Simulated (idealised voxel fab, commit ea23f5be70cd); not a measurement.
Process module name: voxel local oxidation
Section cut is 255 nm wide and gridded with 5 nm square cells.
Cross-section format: a grid of square cells, given as bands from top to bottom; each band is one or more rows of cells. For a band, the entry starts with two heights in nm, that of the top and then that of the bottom, and carries on with the band's materials in order from left to right, each alongside its width in nm; the word "everywhere" beside a single material means it fills the band edge to edge, and "empty" means empty space. Height 0 is the level under which the wafer as received is all one material. The lowest band goes on downwards, as in "0..down". A width such as "30->40" changes by the same amount from each row of cells to the next, from the band's top row to its bottom row. No cell of the cross-section changed in a step that is given as "everything unchanged". Look at "Enclosed cavities" for the closed voids: empty spaces with no open path to the top, sized 8 cells or up. Each is width x height at distance, distance from the left edge, all nm. It should be noted that, on the line of a given step, the content following the step's settings is a remark produced by the simulator itself with respect to that step. Each step line may optionally specify "overlay nm", which for a step with a mask gives the rightward distance between the mask's planned place and where it lay, a negative value indicating the leftward direction.
[The planned process steps are enumerated hereunder]
1 RECEIVE: material Si
2 CONFORMAL_DEP: material SiO2, thk nm 5
3 CONFORMAL_DEP: material SiN, thk nm 15
4 PATTERN: tone cover, mask id ACTIVE, material resist, width nm 115, thk nm 15, overlay nm -15
5 DIRECTIONAL_ETCH: etch materials SiN, depth nm 15
6 STRIP: etch materials resist
7 SELECTIVE_ETCH: etch materials SiO2, depth nm 5
8 OXIDIZE: depth nm 15
9 STRIP: etch materials SiN
Every wafer here starts from the same state; it is the step 4 overlay nm that distinguishes them, and the value the plan gives belongs to the first wafer.
[The first of several wafers, as received after step 1, seen in section]
> 0..down: Si everywhere
> Enclosed cavities: none
[Module end state after final step 9: cross-section of the first of several wafers]
> 5..0: empty 60 / SiO2 105 / empty 90
> 0..-15: SiO2 75 / Si 75 / SiO2 105
> -15..down: Si everywhere
> Enclosed cavities: none
[The final wafer, sectioned at module end]
> 5..0: empty 90 / SiO2 105 / empty 60
> 0..-15: SiO2 105 / Si 75 / SiO2 75
> -15..down: Si everywhere
> Enclosed cavities: none
[wafer rows; end of module; cells per material since receipt: (+) gained, (-) lost; then closed voids]
overlay nm -15; -108 Si; +129 SiO2; Enclosed cavities: none
overlay nm -10; -108 Si; +129 SiO2; Enclosed cavities: none
overlay nm -5; -108 Si; +129 SiO2; Enclosed cavities: none
overlay nm 0; -108 Si; +129 SiO2; Enclosed cavities: none
overlay nm 5; -108 Si; +129 SiO2; Enclosed cavities: none
overlay nm 10; -108 Si; +129 SiO2; Enclosed cavities: none
overlay nm 15; -108 Si; +129 SiO2; Enclosed cavities: none
